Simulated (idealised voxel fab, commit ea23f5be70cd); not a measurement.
Process module heading - voxel local oxidation
Each square cell in cross-section cut measures 5 nm, and the section as a whole is 220 nm wide.
A cross-section is a grid of square cells, given in bands from the top down. A band is one or more rows of cells. Per band: top height and bottom height in nm, followed by the left-to-right materials and their widths in nm; "throughout" marks a single material spanning edge to edge, "blank" marks empty space. For the purposes of this specification, 0 denotes the height below which the wafer in its as-received condition is composed wholly of one material, and the lowermost band, lacking a lower limit, extends downward without end, as expressed in "0..down". Width "30..40": first value at the band's top row of cells, second value at its bottom row, equal change from row to row. "no alteration" (step): cross-section cells unchanged, all of them. Sealed voids: empty space of 8 cells or more with no open way to the top, each as width x height at its distance from the left edge, in nm. On a step's line, text after the settings is the simulator commenting on that step. The "overlay nm" setting may appear on a step's line; for a step that uses a mask, it gives how far to the right of its planned position the mask lay, and a negative value indicates the left.
The following list gives the planned process steps:
- 1: RECEIVE (material Si)
- 2: OXIDIZE (depth nm 5)
- 3: CONFORMAL_DEP (material SiN; thk nm 10)
- 4: DIRECTIONAL_DEP (material aC; thk nm 10)
- 5: PATTERN (tone cover; mask id ACTIVE; material resist; width nm 115; thk nm 25; overlay nm 0)
- 6: DIRECTIONAL_ETCH (etch materials aC; depth nm 10)
- 7: STRIP (etch materials resist)
- 8: DIRECTIONAL_ETCH (etch materials SiN; depth nm 10)
- 9: STRIP (etch materials aC)
- 10: SELECTIVE_ETCH (etch materials SiO2; depth nm 5)
- 11: OXIDIZE (depth nm 15)
- 12: STRIP (etch materials SiN)
Step 1 complete: cross-section of the wafer as received:
* 0..down = Si throughout
* Sealed voids: none
Cross-sectional result after module completion. Note: starting condition and plan are unchanged from above; one processing mistake was made:
* 0..-5 = SiO2: 45; blank: 125; SiO2: 50
* -5..-20 = Si: 30; SiO2: 155; Si: 35
* -20..down = Si throughout
* Sealed voids: none
The plan and the run diverged here: for step 5, the planned setting was not used; the step was instead run as PATTERN (tone open; mask id ACTIVE; material resist; width nm 115; thk nm 25; overlay nm 0)
